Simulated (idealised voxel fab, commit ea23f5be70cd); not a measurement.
Herein follows the process module entitled voxel transistor to metal.
Xsec cut, 180 nm wide, square cell size 5 nm.
Cross-section spec: square-cell grid; bands listed top down; each band is one or more rows. Per band: top height and bottom height in nm, followed by the left-to-right materials and their widths in nm; "everywhere" marks a single material spanning edge to edge, "blank" marks empty space. Heads up on the height convention: 0 is the point under which the incoming wafer is all one material, and the lowest band has no bottom, it just keeps going down, like "0 -> down". Graded width ("30..40"): value in top row of band = first number; value in bottom row = second number; row-to-row change constant. Key: "no change" - step with no changed cell in the cross-section. Entry "Encapsulated voids". Content: empty spaces with no open connection to the top, size 8 cells or greater. Each: width x height at distance. Distance: from left edge. Unit: nm. The remark found on a step's line after its settings is issued by the simulator itself and pertains to that step. overlay nm: mask right of planned place by this much (step with mask). Neg. = left. Pairs, read this way: before one process step on the one hand, after it on the other, the after cross-section ending at the lowest band that changed; the step between, settings included, beneath. Same starting wafer throughout, but possibly different runs of this module, so no pair continues from the pair above unless its entry headed "Structure before processing" says so.

Structure before processing
35 -> -5: 35 of SiO2  5 of TiN  10 of Ru  5 of TiN  65 of SiO2  5 of TiN  10 of Ru  5 of TiN  40 of SiO2
-5 -> -10: 35 of SiO2  20 of TiN  65 of SiO2  20 of TiN  40 of SiO2
-10 -> -35: 35 of SiO2  105 of Si  40 of SiO2
-35 -> down: Si everywhere
Encapsulated voids: none

After the Step
40 -> 35: SiCN everywhere
Beneath the level 35, the cross-section is identical to its previous state.
Encapsulated voids: none
What is the step between the two cross-sections above? CONFORMAL_DEP (material SiCN; thk nm 5)

Structure before processing: starting point is the after cross-section of the pair just above.

After the Step
60 -> 40: lowk everywhere
Beneath the level 40, the cross-section is identical to its previous state.
Encapsulated voids: none
What is the step between the two cross-sections above? DIRECTIONAL_DEP (material lowk; thk nm 20)

Structure before processing: starting point is the after cross-section of the pair just above.

After the Step
75 -> 60: aC everywhere
Beneath the level 60, the cross-section is identical to its previous state.
Encapsulated voids: none
What is the step between the two cross-sections above? DIRECTIONAL_DEP (material aC; thk nm 15)

Structure before processing: starting point is the after cross-section of the pair just above.

After the Step
110 -> 75: 35 of resist  20 of blank  65 of resist  20 of blank  40 of resist
Beneath the level 75, the cross-section is identical to its previous state.
Encapsulated voids: none
What is the step between the two cross-sections above? PATTERN (tone open; mask id METAL_1; material resist; width nm 20; pitch nm 85; thk nm 35; overlay nm 0)

Structure before processing: starting point is the after cross-section of the pair just above.

After the Step
95 -> 75: 35 of resist  20 of blank  65 of resist  20 of blank  40 of resist
75 -> 60: 35 of aC  20 of blank  65 of aC  20 of blank  40 of aC
Beneath the level 60, the cross-section is identical to its previous state.
Encapsulated voids: none
What is the step between the two cross-sections above? DIRECTIONAL_ETCH (etch materials aC; depth nm 15)

Structure before processing: starting point is the after cross-section of the pair just above.

After the Step
75 -> 60: 35 of aC  20 of blank  65 of aC  20 of blank  40 of aC
Beneath the level 60, the cross-section is identical to its previous state.
Encapsulated voids: none
What is the step between the two cross-sections above? STRIP (etch materials resist)

Structure before processing: starting point is the after cross-section of the pair just above.

After the Step
75 -> 60: 35 of aC  20 of blank  65 of aC  20 of blank  40 of aC
60 -> 40: 35 of lowk  20 of blank  65 of lowk  20 of blank  40 of lowk
Beneath the level 40, the cross-section is identical to its previous state.
Encapsulated voids: none
What is the step between the two cross-sections above? DIRECTIONAL_ETCH (etch materials lowk; depth nm 20)

Structure before processing: starting point is the after cross-section of the pair just above.

After the Step
75 -> 60: 35 of aC  20 of blank  65 of aC  20 of blank  40 of aC
60 -> 40: 35 of lowk  20 of blank  65 of lowk  20 of blank  40 of lowk
40 -> 35: 35 of SiCN  20 of blank  65 of SiCN  20 of blank  40 of SiCN
Beneath the level 35, the cross-section is identical to its previous state.
Encapsulated voids: none
What is the step between the two cross-sections above? DIRECTIONAL_ETCH (etch materials SiCN; depth nm 5)

Structure before processing: starting point is the after cross-section of the pair just above.

After the Step
60 -> 40: 35 of lowk  20 of blank  65 of lowk  20 of blank  40 of lowk
Beneath the level 40, the cross-section is identical to its previous state.
Encapsulated voids: none
What is the step between the two cross-sections above? STRIP (etch materials aC)

Structure before processing: starting point is the after cross-section of the pair just above.

After the Step
65 -> 60: 40 of TiN  10 of blank  75 of TiN  10 of blank  45 of TiN
60 -> 40: 35 of lowk  5 of TiN  10 of blank  5 of TiN  65 of lowk  5 of TiN  10 of blank  5 of TiN  40 of lowk
40 -> 35: 35 of SiCN  20 of TiN  65 of SiCN  20 of TiN  40 of SiCN
Beneath the level 35, the cross-section is identical to its previous state.
Encapsulated voids: none
What is the step between the two cross-sections above? CONFORMAL_DEP (material TiN; thk nm 5)

Structure before processing: starting point is the after cross-section of the pair just above.

After the Step
75 -> 65: Ru everywhere
65 -> 60: 40 of TiN  10 of Ru  75 of TiN  10 of Ru  45 of TiN
60 -> 40: 35 of lowk  5 of TiN  10 of Ru  5 of TiN  65 of lowk  5 of TiN  10 of Ru  5 of TiN  40 of lowk
Beneath the level 40, the cross-section is identical to its previous state.
Encapsulated voids: none
What is the step between the two cross-sections above? FILL_DEP (material Ru; thk nm 10)

Structure before processing: starting point is the after cross-section of the pair just above.

After the Step
60 -> 40: 35 of lowk  5 of TiN  10 of Ru  5 of TiN  65 of lowk  5 of TiN  10 of Ru  5 of TiN  40 of lowk
Beneath the level 40, the cross-section is identical to its previous state.
Encapsulated voids: none
What is the step between the two cross-sections above? CMP (height nm 60)

Structure before processing: starting point is the after cross-section of the pair just above.

After the Step
65 -> 60: SiCN everywhere
Beneath the level 60, the cross-section is identical to its previous state.
Encapsulated voids: none
What is the step between the two cross-sections above? CONFORMAL_DEP (material SiCN; thk nm 5)

Structure before processing: starting point is the after cross-section of the pair just above.

After the Step
95 -> 65: SiO2 everywhere
Beneath the level 65, the cross-section is identical to its previous state.
Encapsulated voids: none
What is the step between the two cross-sections above? DIRECTIONAL_DEP (material SiO2; thk nm 30)

Structure before processing: starting point is the after cross-section of the pair just above.

After the Step
95 -> 65: 35 of SiO2  15 of blank  70 of SiO2  15 of blank  45 of SiO2
Beneath the level 65, the cross-section is identical to its previous state.
Encapsulated voids: none
What is the step between the two cross-sections above? MASKED_ETCH (tone open; mask id METAL_2_HOLES; width nm 15; pitch nm 85; etch materials SiO2; depth nm 30; overlay nm 0)

Structure before processing: starting point is the after cross-section of the pair just above.

After the Step
105 -> 95: 35 of aC  15 of blank  70 of aC  15 of blank  45 of aC
95 -> 75: 35 of SiO2  15 of blank  70 of SiO2  15 of blank  45 of SiO2
75 -> 65: 35 of SiO2  15 of aC  70 of SiO2  15 of aC  45 of SiO2
Beneath the level 65, the cross-section is identical to its previous state.
Encapsulated voids: none
What is the step between the two cross-sections above? DIRECTIONAL_DEP (material aC; thk nm 10)

Structure before processing: starting point is the after cross-section of the pair just above.

After the Step
135 -> 105: 35 of resist  20 of blank  65 of resist  20 of blank  40 of resist
Beneath the level 105, the cross-section is identical to its previous state.
Encapsulated voids: none
What is the step between the two cross-sections above? PATTERN (tone open; mask id METAL_2; material resist; width nm 20; pitch nm 85; thk nm 30; overlay nm 0)

Structure before processing: starting point is the after cross-section of the pair just above.

After the Step
125 -> 105: 35 of resist  20 of blank  65 of resist  20 of blank  40 of resist
105 -> 95: 35 of aC  20 of blank  65 of aC  20 of blank  40 of aC
95 -> 65: 35 of SiO2  15 of blank  70 of SiO2  15 of blank  45 of SiO2
Beneath the level 65, the cross-section is identical to its previous state.
Encapsulated voids: none
What is the step between the two cross-sections above? DIRECTIONAL_ETCH (etch materials aC; depth nm 10)

Structure before processing: starting point is the after cross-section of the pair just above.

After the Step
105 -> 95: 35 of aC  20 of blank  65 of aC  20 of blank  40 of aC
Beneath the level 95, the cross-section is identical to its previous state.
Encapsulated voids: none
What is the step between the two cross-sections above? STRIP (etch materials resist)

Structure before processing: starting point is the after cross-section of the pair just above.

After the Step
105 -> 95: 35 of aC  20 of blank  65 of aC  20 of blank  40 of aC
95 -> 80: 35 of SiO2  20 of blank  65 of SiO2  20 of blank  40 of SiO2
Beneath the level 80, the cross-section is identical to its previous state.
Encapsulated voids: none
What is the step between the two cross-sections above? DIRECTIONAL_ETCH (etch materials SiO2; depth nm 15)

Structure before processing: starting point is the after cross-section of the pair just above.

After the Step
105 -> 95: 35 of aC  20 of blank  65 of aC  20 of blank  40 of aC
95 -> 80: 35 of SiO2  20 of blank  65 of SiO2  20 of blank  40 of SiO2
80 -> 65: 35 of SiO2  15 of blank  70 of SiO2  15 of blank  45 of SiO2
65 -> 60: 35 of SiCN  15 of blank  70 of SiCN  15 of blank  45 of SiCN
Beneath the level 60, the cross-section is identical to its previous state.
Encapsulated voids: none
What is the step between the two cross-sections above? DIRECTIONAL_ETCH (etch materials SiCN; depth nm 5)

Structure before processing: starting point is the after cross-section of the pair just above.

After the Step
95 -> 80: 35 of SiO2  20 of blank  65 of SiO2  20 of blank  40 of SiO2
Beneath the level 80, the cross-section is identical to its previous state.
Encapsulated voids: none
What is the step between the two cross-sections above? STRIP (etch materials aC)

Structure before processing: starting point is the after cross-section of the pair just above.

After the Step
100 -> 95: 40 of TiN  10 of blank  75 of TiN  10 of blank  45 of TiN
95 -> 85: 35 of SiO2  5 of TiN  10 of blank  5 of TiN  65 of SiO2  5 of TiN  10 of blank  5 of TiN  40 of SiO2
85 -> 80: 35 of SiO2  5 of TiN  5 of blank  10 of TiN  65 of SiO2  5 of TiN  5 of blank  10 of TiN  40 of SiO2
80 -> 65: 35 of SiO2  5 of TiN  5 of blank  5 of TiN  70 of SiO2  5 of TiN  5 of blank  5 of TiN  45 of SiO2
65 -> 60: 35 of SiCN  15 of TiN  70 of SiCN  15 of TiN  45 of SiCN
Beneath the level 60, the cross-section is identical to its previous state.
Encapsulated voids: none
What is the step between the two cross-sections above? CONFORMAL_DEP (material TiN; thk nm 5)

Structure before processing: starting point is the after cross-section of the pair just above.

After the Step
110 -> 100: Cu everywhere
100 -> 95: 40 of TiN  10 of Cu  75 of TiN  10 of Cu  45 of TiN
95 -> 85: 35 of SiO2  5 of TiN  10 of Cu  5 of TiN  65 of SiO2  5 of TiN  10 of Cu  5 of TiN  40 of SiO2
85 -> 80: 35 of SiO2  5 of TiN  5 of Cu  10 of TiN  65 of SiO2  5 of TiN  5 of Cu  10 of TiN  40 of SiO2
80 -> 65: 35 of SiO2  5 of TiN  5 of Cu  5 of TiN  70 of SiO2  5 of TiN  5 of Cu  5 of TiN  45 of SiO2
Beneath the level 65, the cross-section is identical to its previous state.
Encapsulated voids: none
What is the step between the two cross-sections above? FILL_DEP (material Cu; thk nm 10)

Structure before processing: starting point is the after cross-section of the pair just above.

After the Step
95 -> 85: 35 of SiO2  5 of TiN  10 of Cu  5 of TiN  65 of SiO2  5 of TiN  10 of Cu  5 of TiN  40 of SiO2
Beneath the level 85, the cross-section is identical to its previous state.
Encapsulated voids: none
What is the step between the two cross-sections above? CMP (height nm 95)

Structure before processing: starting point is the after cross-section of the pair just above.

After the Step
100 -> 95: SiCN everywhere
Beneath the level 95, the cross-section is identical to its previous state.
Encapsulated voids: none
What is the step between the two cross-sections above? CONFORMAL_DEP (material SiCN; thk nm 5)

Structure before processing
50 -> 35: aC everywhere
35 -> 20: SiO2 everywhere
20 -> 0: 70 of SiO2  5 of SiN  5 of HfO2  5 of TiN  5 of W  5 of TiN  5 of HfO2  5 of SiN  75 of SiO2
0 -> -5: 25 of SiO2  5 of SiN  30 of SiO2  10 of nSi  5 of SiN  5 of HfO2  15 of TiN  5 of HfO2  5 of SiN  10 of nSi  30 of SiO2  5 of SiN  30 of SiO2
-5 -> -10: 60 of SiO2  10 of nSi  35 of HfO2  10 of nSi  65 of SiO2
-10 -> -20: 35 of SiO2  35 of nSi  35 of Si  35 of nSi  40 of SiO2
-20 -> -35: 35 of SiO2  105 of Si  40 of SiO2
-35 -> down: Si everywhere
Encapsulated voids: none

After the Step
80 -> 50: 35 of blank  20 of resist  65 of blank  20 of resist  40 of blank
Beneath the level 50, the cross-section is identical to its previous state.
Encapsulated voids: none
What is the step between the two cross-sections above? PATTERN (tone cover; mask id CONTACT; material resist; width nm 20; pitch nm 85; thk nm 30; overlay nm 0)

Structure before processing: starting point is the after cross-section of the pair just above.

After the Step
65 -> 50: 35 of blank  20 of resist  65 of blank  20 of resist  40 of blank
50 -> 35: 35 of blank  20 of aC  65 of blank  20 of aC  40 of blank
Beneath the level 35, the cross-section is identical to its previous state.
Encapsulated voids: none
What is the step between the two cross-sections above? DIRECTIONAL_ETCH (etch materials aC; depth nm 15)

Structure before processing: starting point is the after cross-section of the pair just above.

After the Step
50 -> 35: 35 of blank  20 of aC  65 of blank  20 of aC  40 of blank
Beneath the level 35, the cross-section is identical to its previous state.
Encapsulated voids: none
What is the step between the two cross-sections above? STRIP (etch materials resist)

Structure before processing: starting point is the after cross-section of the pair just above.

After the Step
50 -> 35: 35 of blank  20 of aC  65 of blank  20 of aC  40 of blank
35 -> 20: 35 of blank  20 of SiO2  65 of blank  20 of SiO2  40 of blank
20 -> 0: 35 of blank  20 of SiO2  15 of blank  5 of SiN  5 of HfO2  5 of TiN  5 of W  5 of TiN  5 of HfO2  5 of SiN  15 of blank  20 of SiO2  40 of blank
0 -> -5: 25 of blank  5 of SiN  5 of blank  20 of SiO2  5 of blank  10 of nSi  5 of SiN  5 of HfO2  15 of TiN  5 of HfO2  5 of SiN  10 of nSi  5 of blank  20 of SiO2  5 of blank  5 of SiN  30 of blank
-5 -> -10: 25 of blank  5 of SiO2  5 of blank  20 of SiO2  5 of blank  10 of nSi  35 of HfO2  10 of nSi  5 of blank  20 of SiO2  5 of blank  5 of SiO2  30 of blank
Beneath the level -10, the cross-section is identical to its previous state.
Encapsulated voids: none
What is the step between the two cross-sections above? DIRECTIONAL_ETCH (etch materials SiO2; depth nm 45)

Structure before processing: starting point is the after cross-section of the pair just above.

After the Step
35 -> 20: 35 of blank  20 of SiO2  65 of blank  20 of SiO2  40 of blank
Beneath the level 20, the cross-section is identical to its previous state.
Encapsulated voids: none
What is the step between the two cross-sections above? STRIP (etch materials aC)

Structure before processing: starting point is the after cross-section of the pair just above.

After the Step
40 -> 35: 30 of blank  30 of TiN  55 of blank  30 of TiN  35 of blank
35 -> 25: 30 of blank  5 of TiN  20 of SiO2  5 of TiN  55 of blank  5 of TiN  20 of SiO2  5 of TiN  35 of blank
25 -> 20: 30 of blank  5 of TiN  20 of SiO2  5 of TiN  5 of blank  45 of TiN  5 of blank  5 of TiN  20 of SiO2  5 of TiN  35 of blank
20 -> 5: 30 of blank  5 of TiN  20 of SiO2  5 of TiN  5 of blank  5 of TiN  5 of SiN  5 of HfO2  5 of TiN  5 of W  5 of TiN  5 of HfO2  5 of SiN  5 of TiN  5 of blank  5 of TiN  20 of SiO2  5 of TiN  35 of blank
5 -> 0: 20 of blank  15 of TiN  20 of SiO2  15 of TiN  5 of SiN  5 of HfO2  5 of TiN  5 of W  5 of TiN  5 of HfO2  5 of SiN  15 of TiN  20 of SiO2  15 of TiN  25 of blank
0 -> -5: 20 of blank  5 of TiN  5 of SiN  5 of TiN  20 of SiO2  5 of TiN  10 of nSi  5 of SiN  5 of HfO2  15 of TiN  5 of HfO2  5 of SiN  10 of nSi  5 of TiN  20 of SiO2  5 of TiN  5 of SiN  5 of TiN  25 of blank
-5 -> -10: 25 of TiN  5 of SiO2  5 of TiN  20 of SiO2  5 of TiN  10 of nSi  35 of HfO2  10 of nSi  5 of TiN  20 of SiO2  5 of TiN  5 of SiO2  30 of TiN
Beneath the level -10, the cross-section is identical to its previous state.
Encapsulated voids: none
What is the step between the two cross-sections above? CONFORMAL_DEP (material TiN; thk nm 5)

Structure before processing: starting point is the after cross-section of the pair just above.

After the Step
45 -> 40: Ru everywhere
40 -> 35: 30 of Ru  30 of TiN  55 of Ru  30 of TiN  35 of Ru
35 -> 25: 30 of Ru  5 of TiN  20 of SiO2  5 of TiN  55 of Ru  5 of TiN  20 of SiO2  5 of TiN  35 of Ru
25 -> 20: 30 of Ru  5 of TiN  20 of SiO2  5 of TiN  5 of Ru  45 of TiN  5 of Ru  5 of TiN  20 of SiO2  5 of TiN  35 of Ru
20 -> 5: 30 of Ru  5 of TiN  20 of SiO2  5 of TiN  5 of Ru  5 of TiN  5 of SiN  5 of HfO2  5 of TiN  5 of W  5 of TiN  5 of HfO2  5 of SiN  5 of TiN  5 of Ru  5 of TiN  20 of SiO2  5 of TiN  35 of Ru
5 -> 0: 20 of Ru  15 of TiN  20 of SiO2  15 of TiN  5 of SiN  5 of HfO2  5 of TiN  5 of W  5 of TiN  5 of HfO2  5 of SiN  15 of TiN  20 of SiO2  15 of TiN  25 of Ru
0 -> -5: 20 of Ru  5 of TiN  5 of SiN  5 of TiN  20 of SiO2  5 of TiN  10 of nSi  5 of SiN  5 of HfO2  15 of TiN  5 of HfO2  5 of SiN  10 of nSi  5 of TiN  20 of SiO2  5 of TiN  5 of SiN  5 of TiN  25 of Ru
Beneath the level -5, the cross-section is identical to its previous state.
Encapsulated voids: none
What is the step between the two cross-sections above? FILL_DEP (material Ru; thk nm 5)

Structure before processing: starting point is the after cross-section of the pair just above.

After the Step
35 -> 25: 30 of Ru  5 of TiN  20 of SiO2  5 of TiN  55 of Ru  5 of TiN  20 of SiO2  5 of TiN  35 of Ru
Beneath the level 25, the cross-section is identical to its previous state.
Encapsulated voids: none
What is the step between the two cross-sections above? CMP (height nm 35)

Structure before processing: starting point is the after cross-section of the pair just above.

After the Step
40 -> 35: SiCN everywhere
Beneath the level 35, the cross-section is identical to its previous state.
Encapsulated voids: none
What is the step between the two cross-sections above? CONFORMAL_DEP (material SiCN; thk nm 5)

Structure before processing: starting point is the after cross-section of the pair just above.

After the Step
60 -> 40: lowk everywhere
Beneath the level 40, the cross-section is identical to its previous state.
Encapsulated voids: none
What is the step between the two cross-sections above? DIRECTIONAL_DEP (material lowk; thk nm 20)

Structure before processing: starting point is the after cross-section of the pair just above.

After the Step
75 -> 60: aC everywhere
Beneath the level 60, the cross-section is identical to its previous state.
Encapsulated voids: none
What is the step between the two cross-sections above? DIRECTIONAL_DEP (material aC; thk nm 15)

Structure before processing: starting point is the after cross-section of the pair just above.

After the Step
110 -> 75: 35 of resist  20 of blank  65 of resist  20 of blank  40 of resist
Beneath the level 75, the cross-section is identical to its previous state.
Encapsulated voids: none
What is the step between the two cross-sections above? PATTERN (tone open; mask id METAL_1; material resist; width nm 20; pitch nm 85; thk nm 35; overlay nm 0)

Structure before processing: starting point is the after cross-section of the pair just above.

After the Step
95 -> 75: 35 of resist  20 of blank  65 of resist  20 of blank  40 of resist
75 -> 60: 35 of aC  20 of blank  65 of aC  20 of blank  40 of aC
Beneath the level 60, the cross-section is identical to its previous state.
Encapsulated voids: none
What is the step between the two cross-sections above? DIRECTIONAL_ETCH (etch materials aC; depth nm 15)

Structure before processing: starting point is the after cross-section of the pair just above.

After the Step
75 -> 60: 35 of aC  20 of blank  65 of aC  20 of blank  40 of aC
Beneath the level 60, the cross-section is identical to its previous state.
Encapsulated voids: none
What is the step between the two cross-sections above? STRIP (etch materials resist)

Structure before processing: starting point is the after cross-section of the pair just above.

After the Step
75 -> 60: 35 of aC  20 of blank  65 of aC  20 of blank  40 of aC
60 -> 40: 35 of lowk  20 of blank  65 of lowk  20 of blank  40 of lowk
Beneath the level 40, the cross-section is identical to its previous state.
Encapsulated voids: none
What is the step between the two cross-sections above? DIRECTIONAL_ETCH (etch materials lowk; depth nm 20)

Structure before processing: starting point is the after cross-section of the pair just above.

After the Step
75 -> 60: 35 of aC  20 of blank  65 of aC  20 of blank  40 of aC
60 -> 40: 35 of lowk  20 of blank  65 of lowk  20 of blank  40 of lowk
40 -> 35: 35 of SiCN  20 of blank  65 of SiCN  20 of blank  40 of SiCN
Beneath the level 35, the cross-section is identical to its previous state.
Encapsulated voids: none
What is the step between the two cross-sections above? DIRECTIONAL_ETCH (etch materials SiCN; depth nm 5)

Structure before processing: starting point is the after cross-section of the pair just above.

After the Step
60 -> 40: 35 of lowk  20 of blank  65 of lowk  20 of blank  40 of lowk
Beneath the level 40, the cross-section is identical to its previous state.
Encapsulated voids: none
What is the step between the two cross-sections above? STRIP (etch materials aC)

Structure before processing: starting point is the after cross-section of the pair just above.

After the Step
65 -> 60: 40 of TiN  10 of blank  75 of TiN  10 of blank  45 of TiN
60 -> 40: 35 of lowk  5 of TiN  10 of blank  5 of TiN  65 of lowk  5 of TiN  10 of blank  5 of TiN  40 of lowk
40 -> 35: 35 of SiCN  20 of TiN  65 of SiCN  20 of TiN  40 of SiCN
Beneath the level 35, the cross-section is identical to its previous state.
Encapsulated voids: none
What is the step between the two cross-sections above? CONFORMAL_DEP (material TiN; thk nm 5)

Structure before processing: starting point is the after cross-section of the pair just above.

After the Step
75 -> 65: Ru everywhere
65 -> 60: 40 of TiN  10 of Ru  75 of TiN  10 of Ru  45 of TiN
60 -> 40: 35 of lowk  5 of TiN  10 of Ru  5 of TiN  65 of lowk  5 of TiN  10 of Ru  5 of TiN  40 of lowk
Beneath the level 40, the cross-section is identical to its previous state.
Encapsulated voids: none
What is the step between the two cross-sections above? FILL_DEP (material Ru; thk nm 10)

Structure before processing: starting point is the after cross-section of the pair just above.

After the Step
60 -> 40: 35 of lowk  5 of TiN  10 of Ru  5 of TiN  65 of lowk  5 of TiN  10 of Ru  5 of TiN  40 of lowk
Beneath the level 40, the cross-section is identical to its previous state.
Encapsulated voids: none
What is the step between the two cross-sections above? CMP (height nm 60)

Structure before processing: starting point is the after cross-section of the pair just above.

After the Step
65 -> 60: SiCN everywhere
Beneath the level 60, the cross-section is identical to its previous state.
Encapsulated voids: none
What is the step between the two cross-sections above? CONFORMAL_DEP (material SiCN; thk nm 5)

Structure before processing: starting point is the after cross-section of the pair just above.

After the Step
95 -> 65: SiO2 everywhere
Beneath the level 65, the cross-section is identical to its previous state.
Encapsulated voids: none
What is the step between the two cross-sections above? DIRECTIONAL_DEP (material SiO2; thk nm 30)

Structure before processing: starting point is the after cross-section of the pair just above.

After the Step
95 -> 65: 35 of SiO2  15 of blank  70 of SiO2  15 of blank  45 of SiO2
Beneath the level 65, the cross-section is identical to its previous state.
Encapsulated voids: none
What is the step between the two cross-sections above? MASKED_ETCH (tone open; mask id METAL_2_HOLES; width nm 15; pitch nm 85; etch materials SiO2; depth nm 30; overlay nm 0)

Structure before processing: starting point is the after cross-section of the pair just above.

After the Step
105 -> 95: 35 of aC  15 of blank  70 of aC  15 of blank  45 of aC
95 -> 75: 35 of SiO2  15 of blank  70 of SiO2  15 of blank  45 of SiO2
75 -> 65: 35 of SiO2  15 of aC  70 of SiO2  15 of aC  45 of SiO2
Beneath the level 65, the cross-section is identical to its previous state.
Encapsulated voids: none
What is the step between the two cross-sections above? DIRECTIONAL_DEP (material aC; thk nm 10)

Structure before processing: starting point is the after cross-section of the pair just above.

After the Step
135 -> 105: 35 of resist  20 of blank  65 of resist  20 of blank  40 of resist
Beneath the level 105, the cross-section is identical to its previous state.
Encapsulated voids: none
What is the step between the two cross-sections above? PATTERN (tone open; mask id METAL_2; material resist; width nm 20; pitch nm 85; thk nm 30; overlay nm 0)

Structure before processing: starting point is the after cross-section of the pair just above.

After the Step
125 -> 105: 35 of resist  20 of blank  65 of resist  20 of blank  40 of resist
105 -> 95: 35 of aC  20 of blank  65 of aC  20 of blank  40 of aC
95 -> 65: 35 of SiO2  15 of blank  70 of SiO2  15 of blank  45 of SiO2
Beneath the level 65, the cross-section is identical to its previous state.
Encapsulated voids: none
What is the step between the two cross-sections above? DIRECTIONAL_ETCH (etch materials aC; depth nm 10)

Structure before processing: starting point is the after cross-section of the pair just above.

After the Step
105 -> 95: 35 of aC  20 of blank  65 of aC  20 of blank  40 of aC
Beneath the level 95, the cross-section is identical to its previous state.
Encapsulated voids: none
What is the step between the two cross-sections above? STRIP (etch materials resist)

Structure before processing: starting point is the after cross-section of the pair just above.

After the Step
105 -> 95: 35 of aC  20 of blank  65 of aC  20 of blank  40 of aC
95 -> 80: 35 of SiO2  20 of blank  65 of SiO2  20 of blank  40 of SiO2
Beneath the level 80, the cross-section is identical to its previous state.
Encapsulated voids: none
What is the step between the two cross-sections above? DIRECTIONAL_ETCH (etch materials SiO2; depth nm 15)

Structure before processing: starting point is the after cross-section of the pair just above.

After the Step
105 -> 95: 35 of aC  20 of blank  65 of aC  20 of blank  40 of aC
95 -> 80: 35 of SiO2  20 of blank  65 of SiO2  20 of blank  40 of SiO2
80 -> 65: 35 of SiO2  15 of blank  70 of SiO2  15 of blank  45 of SiO2
65 -> 60: 35 of SiCN  15 of blank  70 of SiCN  15 of blank  45 of SiCN
Beneath the level 60, the cross-section is identical to its previous state.
Encapsulated voids: none
What is the step between the two cross-sections above? DIRECTIONAL_ETCH (etch materials SiCN; depth nm 5)

Structure before processing: starting point is the after cross-section of the pair just above.

After the Step
95 -> 80: 35 of SiO2  20 of blank  65 of SiO2  20 of blank  40 of SiO2
Beneath the level 80, the cross-section is identical to its previous state.
Encapsulated voids: none
What is the step between the two cross-sections above? STRIP (etch materials aC)

Structure before processing: starting point is the after cross-section of the pair just above.

After the Step
100 -> 95: 40 of TiN  10 of blank  75 of TiN  10 of blank  45 of TiN
95 -> 85: 35 of SiO2  5 of TiN  10 of blank  5 of TiN  65 of SiO2  5 of TiN  10 of blank  5 of TiN  40 of SiO2
85 -> 80: 35 of SiO2  5 of TiN  5 of blank  10 of TiN  65 of SiO2  5 of TiN  5 of blank  10 of TiN  40 of SiO2
80 -> 65: 35 of SiO2  5 of TiN  5 of blank  5 of TiN  70 of SiO2  5 of TiN  5 of blank  5 of TiN  45 of SiO2
65 -> 60: 35 of SiCN  15 of TiN  70 of SiCN  15 of TiN  45 of SiCN
Beneath the level 60, the cross-section is identical to its previous state.
Encapsulated voids: none
What is the step between the two cross-sections above? CONFORMAL_DEP (material TiN; thk nm 5)

Structure before processing: starting point is the after cross-section of the pair just above.

After the Step
110 -> 100: Cu everywhere
100 -> 95: 40 of TiN  10 of Cu  75 of TiN  10 of Cu  45 of TiN
95 -> 85: 35 of SiO2  5 of TiN  10 of Cu  5 of TiN  65 of SiO2  5 of TiN  10 of Cu  5 of TiN  40 of SiO2
85 -> 80: 35 of SiO2  5 of TiN  5 of Cu  10 of TiN  65 of SiO2  5 of TiN  5 of Cu  10 of TiN  40 of SiO2
80 -> 65: 35 of SiO2  5 of TiN  5 of Cu  5 of TiN  70 of SiO2  5 of TiN  5 of Cu  5 of TiN  45 of SiO2
Beneath the level 65, the cross-section is identical to its previous state.
Encapsulated voids: none
What is the step between the two cross-sections above? FILL_DEP (material Cu; thk nm 10)

Structure before processing: starting point is the after cross-section of the pair just above.

After the Step
95 -> 85: 35 of SiO2  5 of TiN  10 of Cu  5 of TiN  65 of SiO2  5 of TiN  10 of Cu  5 of TiN  40 of SiO2
Beneath the level 85, the cross-section is identical to its previous state.
Encapsulated voids: none
What is the step between the two cross-sections above? CMP (height nm 95)

Structure before processing: starting point is the after cross-section of the pair just above.

After the Step
100 -> 95: SiCN everywhere
Beneath the level 95, the cross-section is identical to its previous state.
Encapsulated voids: none
What is the step between the two cross-sections above? CONFORMAL_DEP (material SiCN; thk nm 5)
